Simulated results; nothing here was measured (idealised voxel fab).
The following process module bears the name voxel transistor to metal.
Cross-sectional view cut (width: 270 nm; square cell size: 5 nm).
Format of a cross-section: grid, square cells. Given as bands. Order: top down. Band: one or more rows of cells. Heights first: top, then bottom, in nm. Then materials, left to right, each with a width in nm. "full width" on a single material: fills the band edge to edge. "empty": empty space. The reference from which all heights are counted is 0, the level beneath which the as-received wafer is entirely one material; the lowest band, having no lower bound, proceeds downward and is written after the example "0 -> down". The width entry "30->40" should be interpreted row by row: the top row of cells in the band takes the first number, the bottom row takes the second number, and the change between adjacent rows is uniform throughout. Given "same as before" for a step, no cell of the cross-section differs between before and after that step. So "Closed void inventory" is basically the list of trapped voids: any empty space of 8 cells or more that can't reach the top through an opening. They're written width x height at distance, the distance being from the left edge, and it's all nm. Past the settings on a step's line: simulator remark, on that step. The line of a step may include "overlay nm". On a step with a mask, this value is how far to the right of its planned place the mask lay. A negative value means the mask lay to the left.
**The process steps that were planned are listed below**
| 1 | RECEIVE [material Si] |
| 2 | OXIDIZE [depth nm 5] |
| 3 | CONFORMAL_DEP [material SiN] [thk nm 10] |
| 4 | MASKED_ETCH [tone cover] [mask id ACTIVE] [width nm 110] [pitch nm 130] [etch materials SiN] [depth nm 10] [overlay nm 0] |
| 5 | MASKED_ETCH [tone cover] [mask id ACTIVE] [width nm 110] [pitch nm 130] [etch materials SiO2] [depth nm 5] [overlay nm 0] |
| 6 | MASKED_ETCH [tone cover] [mask id ACTIVE] [width nm 110] [pitch nm 130] [etch materials Si] [depth nm 20] [overlay nm 0] |
| 7 | FILL_DEP [material SiO2] [thk nm 5] |
| 8 | CMP [height nm 10] |
| 9 | SELECTIVE_ETCH [etch materials SiO2] [depth nm 5] |
| 10 | STRIP [etch materials SiN] |
| 11 | SELECTIVE_ETCH [etch materials SiO2] [depth nm 5] |
| 12 | OXIDIZE [depth nm 5] |
| 13 | DIRECTIONAL_DEP [material polySi] [thk nm 25] |
| 14 | DIRECTIONAL_DEP [material SiCN] [thk nm 10] |
| 15 | PATTERN [tone cover] [mask id GATE] [material resist] [width nm 20] [pitch nm 130] [thk nm 20] [overlay nm 0] |
| 16 | DIRECTIONAL_ETCH [etch materials SiCN] [depth nm 20] |
| 17 | DIRECTIONAL_ETCH [etch materials polySi] [depth nm 35] |
| 18 | STRIP [etch materials resist] |
| 19 | CONFORMAL_DEP [material SiN] [thk nm 5] |
| 20 | DIRECTIONAL_ETCH [etch materials SiN] [depth nm 5] |
| 21 | DIRECTIONAL_ETCH [etch materials SiO2] [depth nm 5] |
| 22 | EPI [material SiGe] [thk nm 5] |
| 23 | FILL_DEP [material SiO2] [thk nm 10] |
| 24 | CMP [height nm 30] |
| 25 | DIRECTIONAL_DEP [material SiO2] [thk nm 10] |
| 26 | PATTERN [tone open] [mask id CONTACT] [material resist] [width nm 30] [thk nm 20] [overlay nm 0] |
| 27 | DIRECTIONAL_ETCH [etch materials SiO2] [depth nm 45] |
| 28 | STRIP [etch materials resist] |
| 29 | CONFORMAL_DEP [material TiN] [thk nm 5] |
| 30 | FILL_DEP [material Ru] [thk nm 10] |
| 31 | CMP [height nm 40] |
| 32 | DIRECTIONAL_DEP [material TiN] [thk nm 5] |
| 33 | DIRECTIONAL_DEP [material W] [thk nm 15] |
| 34 | PATTERN [tone cover] [mask id METAL_1] [material resist] [width nm 20] [thk nm 15] [overlay nm 0] |
| 35 | DIRECTIONAL_ETCH [etch materials W] [depth nm 15] |
| 36 | DIRECTIONAL_ETCH [etch materials TiN] [depth nm 5] |
| 37 | STRIP [etch materials resist] |
| 38 | CONFORMAL_DEP [material SiN] [thk nm 5] |
| 39 | FILL_DEP [material SiO2] [thk nm 5] |
| 40 | CMP [height nm 60] |
| 41 | CONFORMAL_DEP [material SiN] [thk nm 5] |
**Cross-section, incoming material, after step 1**
- 0 -> down  Si full width
- Closed void inventory: none
**Wafer cross-section at end of module: start and plan as shown above, one execution error**
- 65 -> 60  SiN full width
- 60 -> 45  SiO2 (20) | SiN (5) | W (20) | SiN (5) | SiO2 (40) | SiN (5) | W (20) | SiN (5) | SiO2 (30) | SiN (5) | W (20) | SiN (5) | SiO2 (40) | SiN (5) | W (20) | SiN (5) | SiO2 (20)
- 45 -> 40  SiN (25) | TiN (20) | SiN (50) | TiN (20) | SiN (40) | TiN (20) | SiN (50) | TiN (20) | SiN (25)
- 40 -> 35  SiO2 (25) | TiN (5) | Ru (20) | TiN (5) | SiO2 (30) | TiN (5) | Ru (20) | TiN (5) | SiO2 (40) | TiN (5) | Ru (20) | TiN (5) | SiO2 (30) | TiN (5) | Ru (20) | TiN (5) | SiO2 (25)
- 35 -> 30  SiO2 (25) | TiN (30) | SiO2 (30) | TiN (30) | SiO2 (40) | TiN (30) | SiO2 (30) | TiN (30) | SiO2 (25)
- 30 -> 25  SiCN (60) | SiN (5) | SiO2 (10) | SiN (5) | SiCN (110) | SiN (5) | SiO2 (10) | SiN (5) | SiCN (60)
- 25 -> 20  polySi (10) | SiCN (50) | SiN (5) | SiO2 (10) | SiN (5) | SiCN (50) | polySi (10) | SiCN (50) | SiN (5) | SiO2 (10) | SiN (5) | SiCN (50) | polySi (10)
- 20 -> 0  polySi (60) | SiN (5) | SiO2 (10) | SiN (5) | polySi (110) | SiN (5) | SiO2 (10) | SiN (5) | polySi (60)
- 0 -> -5  SiO2 (10) | polySi (50) | SiN (5) | SiO2 (10) | SiN (5) | polySi (50) | SiO2 (10) | polySi (50) | SiN (5) | SiO2 (10) | SiN (5) | polySi (50) | SiO2 (10)
- -5 -> -10  SiO2 (65) | SiGe (10) | SiO2 (120) | SiGe (10) | SiO2 (65)
- -10 -> -25  SiO2 (15) | Si (110) | SiO2 (20) | Si (110) | SiO2 (15)
- -25 -> down  Si full width
- Closed void inventory: none
What was done differently from what was planned? in deviation from the planned setting, step 15 was conducted as PATTERN [tone open] [mask id GATE] [material resist] [width nm 20] [pitch nm 130] [thk nm 20] [overlay nm 0]
